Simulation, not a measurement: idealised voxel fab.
The following process module bears the name voxel self aligned vias.
Xsec cut, 145 nm wide, square cell size 5 nm.
A cross-section is written here as square cells arranged in a grid, and it is given in bands from the top down, each band taking up one or more rows of cells. First you get the band's top height and its bottom height, in nm, and then the materials it's made of, left to right, with each width in nm. If you see a single material with "edge to edge", that one covers the band edge to edge. "empty" is empty space. All heights in this document are referenced to 0, defined as the level beneath which the wafer, as received, consists entirely of one material. The lowest band is not bounded below; it extends indefinitely downward and is written in the form "z 0 and below". Note: "30..40" means the width goes from the first number (top row of the band) to the second number (bottom row) in equal steps per row of cells. When a step is marked "stayed the same", none of the cells in the cross-section changed during that step. If an empty space has no open way to the top and is at least 8 cells in size, "Sealed internal cavities" lists it, written width x height at distance, where distance is measured from the left edge and every value is in nm. Note: text after step settings on the step line = simulator remark on that step. The optional step-line setting "overlay nm" applies to steps with a mask and quantifies how far to the right of its planned location the mask lay, a negative value indicating leftward placement.

[Process steps - plan]
1: RECEIVE with material Si
2: CONFORMAL_DEP with material SiO2, thk nm 15
3: CONFORMAL_DEP with material SiCN, thk nm 5
4: DIRECTIONAL_DEP with material SiO2, thk nm 20
5: PATTERN with tone open, mask id LINES, material resist, width nm 20, pitch nm 50, thk nm 20, overlay nm 0
6: DIRECTIONAL_ETCH with etch materials SiO2, depth nm 20
7: STRIP with etch materials resist
8: CONFORMAL_DEP with material TiN, thk nm 5
9: FILL_DEP with material Ru, thk nm 10
10: CMP with height nm 40
11: SELECTIVE_ETCH with etch materials W Ru TiN, depth nm 5
12: FILL_DEP with material SiN, thk nm 5
13: CMP with height nm 40
14: DIRECTIONAL_DEP with material SiO2, thk nm 15
15: PATTERN with tone open, mask id VIAS, material resist, width nm 30, pitch nm 50, thk nm 20, overlay nm 0
16: DIRECTIONAL_ETCH with etch materials SiO2, depth nm 15
17: DIRECTIONAL_ETCH with etch materials SiN, depth nm 5
18: STRIP with etch materials resist
19: CONFORMAL_DEP with material TiN, thk nm 5
20: FILL_DEP with material W, thk nm 10
21: CMP with height nm 55
22: CONFORMAL_DEP with material SiCN, thk nm 5

[First of two wafers - as planned]

[As received (post step 1): cross-section]
> z 0 and below = Si edge to edge
> Sealed internal cavities: none

[Step 2 complete: cross-section through the wafer]
> z 15 to 0 = SiO2 edge to edge
> Everything below 0 is unchanged.

[Step 3 complete: cross-section through the wafer]
> z 20 to 15 = SiCN edge to edge
> Everything below 15 is unchanged.

[Step 4 complete: cross-section through the wafer]
> z 40 to 20 = SiO2 edge to edge
> Everything below 20 is unchanged.

[Step 5 complete: cross-section through the wafer]
> z 60 to 40 = resist (35) | empty (20) | resist (30) | empty (20) | resist (40)
> Everything below 40 is unchanged.

[Step 6 complete: cross-section through the wafer]
> z 60 to 40 = resist (35) | empty (20) | resist (30) | empty (20) | resist (40)
> z 40 to 20 = SiO2 (35) | empty (20) | SiO2 (30) | empty (20) | SiO2 (40)
> Everything below 20 is unchanged.

[Step 7 complete: cross-section through the wafer]
> z 40 to 20 = SiO2 (35) | empty (20) | SiO2 (30) | empty (20) | SiO2 (40)
> Everything below 20 is unchanged.

[Step 8 complete: cross-section through the wafer]
> z 45 to 40 = TiN (40) | empty (10) | TiN (40) | empty (10) | TiN (45)
> z 40 to 25 = SiO2 (35) | TiN (5) | empty (10) | TiN (5) | SiO2 (30) | TiN (5) | empty (10) | TiN (5) | SiO2 (40)
> z 25 to 20 = SiO2 (35) | TiN (20) | SiO2 (30) | TiN (20) | SiO2 (40)
> Everything below 20 is unchanged.

[Step 9 complete: cross-section through the wafer]
> z 55 to 45 = Ru edge to edge
> z 45 to 40 = TiN (40) | Ru (10) | TiN (40) | Ru (10) | TiN (45)
> z 40 to 25 = SiO2 (35) | TiN (5) | Ru (10) | TiN (5) | SiO2 (30) | TiN (5) | Ru (10) | TiN (5) | SiO2 (40)
> Everything below 25 is unchanged.

[Step 10 complete: cross-section through the wafer]
> z 40 to 25 = SiO2 (35) | TiN (5) | Ru (10) | TiN (5) | SiO2 (30) | TiN (5) | Ru (10) | TiN (5) | SiO2 (40)
> Everything below 25 is unchanged.

[Step 11 complete: cross-section through the wafer]
> z 40 to 35 = SiO2 (35) | empty (20) | SiO2 (30) | empty (20) | SiO2 (40)
> Everything below 35 is unchanged.

[Step 12 complete: cross-section through the wafer]
> z 45 to 40 = SiN edge to edge
> z 40 to 35 = SiO2 (35) | SiN (20) | SiO2 (30) | SiN (20) | SiO2 (40)
> Everything below 35 is unchanged.

[Step 13 complete: cross-section through the wafer]
> z 40 to 35 = SiO2 (35) | SiN (20) | SiO2 (30) | SiN (20) | SiO2 (40)
> Everything below 35 is unchanged.

[Step 14 complete: cross-section through the wafer]
> z 55 to 40 = SiO2 edge to edge
> Everything below 40 is unchanged.

[Step 15 complete: cross-section through the wafer]
> z 75 to 55 = resist (30) | empty (30) | resist (20) | empty (30) | resist (35)
> Everything below 55 is unchanged.

[Step 16 complete: cross-section through the wafer]
> z 75 to 55 = resist (30) | empty (30) | resist (20) | empty (30) | resist (35)
> z 55 to 40 = SiO2 (30) | empty (30) | SiO2 (20) | empty (30) | SiO2 (35)
> Everything below 40 is unchanged.

[Step 17 complete: cross-section through the wafer]
> z 75 to 55 = resist (30) | empty (30) | resist (20) | empty (30) | resist (35)
> z 55 to 40 = SiO2 (30) | empty (30) | SiO2 (20) | empty (30) | SiO2 (35)
> z 40 to 35 = SiO2 (35) | empty (20) | SiO2 (30) | empty (20) | SiO2 (40)
> Everything below 35 is unchanged.

[Step 18 complete: cross-section through the wafer]
> z 55 to 40 = SiO2 (30) | empty (30) | SiO2 (20) | empty (30) | SiO2 (35)
> Everything below 40 is unchanged.

[Step 19 complete: cross-section through the wafer]
> z 60 to 55 = TiN (35) | empty (20) | TiN (30) | empty (20) | TiN (40)
> z 55 to 45 = SiO2 (30) | TiN (5) | empty (20) | TiN (5) | SiO2 (20) | TiN (5) | empty (20) | TiN (5) | SiO2 (35)
> z 45 to 40 = SiO2 (30) | TiN (10) | empty (10) | TiN (10) | SiO2 (20) | TiN (10) | empty (10) | TiN (10) | SiO2 (35)
> z 40 to 35 = SiO2 (35) | TiN (20) | SiO2 (30) | TiN (20) | SiO2 (40)
> Everything below 35 is unchanged.

[Step 20 complete: cross-section through the wafer]
> z 70 to 60 = W edge to edge
> z 60 to 55 = TiN (35) | W (20) | TiN (30) | W (20) | TiN (40)
> z 55 to 45 = SiO2 (30) | TiN (5) | W (20) | TiN (5) | SiO2 (20) | TiN (5) | W (20) | TiN (5) | SiO2 (35)
> z 45 to 40 = SiO2 (30) | TiN (10) | W (10) | TiN (10) | SiO2 (20) | TiN (10) | W (10) | TiN (10) | SiO2 (35)
> Everything below 40 is unchanged.

[Step 21 complete: cross-section through the wafer]
> z 55 to 45 = SiO2 (30) | TiN (5) | W (20) | TiN (5) | SiO2 (20) | TiN (5) | W (20) | TiN (5) | SiO2 (35)
> Everything below 45 is unchanged.

[Step 22 complete: cross-section through the wafer]
> z 60 to 55 = SiCN edge to edge
> Everything below 55 is unchanged.

[Wafer two: like wafer one in start and plan, but with one mistake in execution; identical up to and including step 3]

[Second wafer at the planned finish of step 4, seen in cross-section]
> z 35 to 20 = SiO2 edge to edge
> Everything below 20 is unchanged.

[Second wafer at the planned finish of step 5, seen in cross-section]
> z 55 to 35 = resist (35) | empty (20) | resist (30) | empty (20) | resist (40)
> Everything below 35 is unchanged.

[Second wafer at the planned finish of step 6, seen in cross-section]
> z 55 to 35 = resist (35) | empty (20) | resist (30) | empty (20) | resist (40)
> z 35 to 20 = SiO2 (35) | empty (20) | SiO2 (30) | empty (20) | SiO2 (40)
> Everything below 20 is unchanged.

[Second wafer at the planned finish of step 7, seen in cross-section]
> z 35 to 20 = SiO2 (35) | empty (20) | SiO2 (30) | empty (20) | SiO2 (40)
> Everything below 20 is unchanged.

[Second wafer at the planned finish of step 8, seen in cross-section]
> z 40 to 35 = TiN (40) | empty (10) | TiN (40) | empty (10) | TiN (45)
> z 35 to 25 = SiO2 (35) | TiN (5) | empty (10) | TiN (5) | SiO2 (30) | TiN (5) | empty (10) | TiN (5) | SiO2 (40)
> z 25 to 20 = SiO2 (35) | TiN (20) | SiO2 (30) | TiN (20) | SiO2 (40)
> Everything below 20 is unchanged.

[Second wafer at the planned finish of step 9, seen in cross-section]
> z 50 to 40 = Ru edge to edge
> z 40 to 35 = TiN (40) | Ru (10) | TiN (40) | Ru (10) | TiN (45)
> z 35 to 25 = SiO2 (35) | TiN (5) | Ru (10) | TiN (5) | SiO2 (30) | TiN (5) | Ru (10) | TiN (5) | SiO2 (40)
> Everything below 25 is unchanged.

[Second wafer at the planned finish of step 10, seen in cross-section]
> z 40 to 35 = TiN (40) | Ru (10) | TiN (40) | Ru (10) | TiN (45)
> Everything below 35 is unchanged.

[Second wafer at the planned finish of step 11, seen in cross-section]
> z 35 to 25 = SiO2 (35) | TiN (5) | Ru (10) | TiN (5) | SiO2 (30) | TiN (5) | Ru (10) | TiN (5) | SiO2 (40)
> Everything below 25 is unchanged.

[Second wafer at the planned finish of step 12, seen in cross-section]
> z 40 to 35 = SiN edge to edge
> Everything below 35 is unchanged.

Second wafer at the planned finish of step 13, seen in cross-section: stayed the same

[Second wafer at the planned finish of step 14, seen in cross-section]
> z 55 to 40 = SiO2 edge to edge
> Everything below 40 is unchanged.

[Second wafer at the planned finish of step 15, seen in cross-section]
> z 75 to 55 = resist (30) | empty (30) | resist (20) | empty (30) | resist (35)
> Everything below 55 is unchanged.

[Second wafer at the planned finish of step 16, seen in cross-section]
> z 75 to 55 = resist (30) | empty (30) | resist (20) | empty (30) | resist (35)
> z 55 to 40 = SiO2 (30) | empty (30) | SiO2 (20) | empty (30) | SiO2 (35)
> Everything below 40 is unchanged.

[Second wafer at the planned finish of step 17, seen in cross-section]
> z 75 to 55 = resist (30) | empty (30) | resist (20) | empty (30) | resist (35)
> z 55 to 40 = SiO2 (30) | empty (30) | SiO2 (20) | empty (30) | SiO2 (35)
> z 40 to 35 = SiN (30) | empty (30) | SiN (20) | empty (30) | SiN (35)
> Everything below 35 is unchanged.

[Second wafer at the planned finish of step 18, seen in cross-section]
> z 55 to 40 = SiO2 (30) | empty (30) | SiO2 (20) | empty (30) | SiO2 (35)
> Everything below 40 is unchanged.

[Second wafer at the planned finish of step 19, seen in cross-section]
> z 60 to 55 = TiN (35) | empty (20) | TiN (30) | empty (20) | TiN (40)
> z 55 to 40 = SiO2 (30) | TiN (5) | empty (20) | TiN (5) | SiO2 (20) | TiN (5) | empty (20) | TiN (5) | SiO2 (35)
> z 40 to 35 = SiN (30) | TiN (30) | SiN (20) | TiN (30) | SiN (35)
> Everything below 35 is unchanged.

[Second wafer at the planned finish of step 20, seen in cross-section]
> z 70 to 60 = W edge to edge
> z 60 to 55 = TiN (35) | W (20) | TiN (30) | W (20) | TiN (40)
> z 55 to 40 = SiO2 (30) | TiN (5) | W (20) | TiN (5) | SiO2 (20) | TiN (5) | W (20) | TiN (5) | SiO2 (35)
> Everything below 40 is unchanged.

[Second wafer at the planned finish of step 21, seen in cross-section]
> z 55 to 40 = SiO2 (30) | TiN (5) | W (20) | TiN (5) | SiO2 (20) | TiN (5) | W (20) | TiN (5) | SiO2 (35)
> Everything below 40 is unchanged.

[Second wafer at the planned finish of step 22, seen in cross-section]
> z 60 to 55 = SiCN edge to edge
> Everything below 55 is unchanged.
Heads up, the wafer didn't run the way we planned it: step 4 off recipe, ran as DIRECTIONAL_DEP with material SiO2, thk nm 15
Count the cells at the end and the second wafer has more or fewer of some materials than the first: +17 SiN, -21 SiO2, +4 W
